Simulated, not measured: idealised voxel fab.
Process module in this document: voxel spacer lines
Cross-sectional view cut (width: 250 nm; square cell size: 5 nm).
Cross-section layout: square cells on a grid; listed as bands, top to bottom; a band spans one or more cell rows. Heights first: top, then bottom, in nm. Then materials, left to right, each with a width in nm. "edge to edge" on a single material: fills the band edge to edge. "empty": empty space. Height datum 0, below which the as-received substrate wafer is one material. Lowest band open at the bottom, running downward: "from 0 down". A width such as "30 to 40" changes by the same amount from each row of cells to the next, from the band's top row to its bottom row. "same as before" (step): cross-section cells unchanged, all of them. "Tabulated closed voids" contains a list of empty spaces, each no smaller than 8 cells and without an open way to the top, written in the form width x height at distance with the distance from the left edge and all three in nm. On each step's line, the part that comes after the settings is the simulator's own comment on the step. overlay nm: mask offset rightward from planned place, masked step; negative means leftward offset.
Below is the list of planned process steps:
1,RECEIVE (material Si)
2,CONFORMAL_DEP (material Al2O3; thk nm 10)
3,DIRECTIONAL_DEP (material SiN; thk nm 20)
4,DIRECTIONAL_DEP (material aC; thk nm 20)
5,PATTERN (tone cover; mask id MANDREL; material resist; width nm 15; pitch nm 50; thk nm 30; overlay nm 0)
6,DIRECTIONAL_ETCH (etch materials aC; depth nm 20)
7,STRIP (etch materials resist)
8,CONFORMAL_DEP (material SiO2; thk nm 10)
9,DIRECTIONAL_ETCH (etch materials SiO2; depth nm 10)
10,STRIP (etch materials aC)
11,DIRECTIONAL_ETCH (etch materials SiN; depth nm 20)
12,STRIP (etch materials SiO2)
13,FILL_DEP (material lowk; thk nm 5)
14,CMP (height nm 30)
Incoming wafer, cross-sectional view, post step 1:
  from 0 down: Si edge to edge
  Tabulated closed voids: none
Cross-section, end of module. Start: as above. Plan: as above. Execution: one mistake:
  from 30 to 10: lowk 60 nm, SiN 10 nm, lowk 15 nm, SiN 10 nm, lowk 15 nm, SiN 10 nm, lowk 15 nm, SiN 10 nm, lowk 15 nm, SiN 10 nm, lowk 15 nm, SiN 10 nm, lowk 55 nm
  from 10 to 0: Al2O3 edge to edge
  from 0 down: Si edge to edge
  Tabulated closed voids: none
It is concluded that the wafer was processed incorrectly with respect to the plan, in that heads up, step 5 didn't go per plan, it actually ran as PATTERN (tone cover; mask id MANDREL; material resist; width nm 15; pitch nm 50; thk nm 30; overlay nm 5)
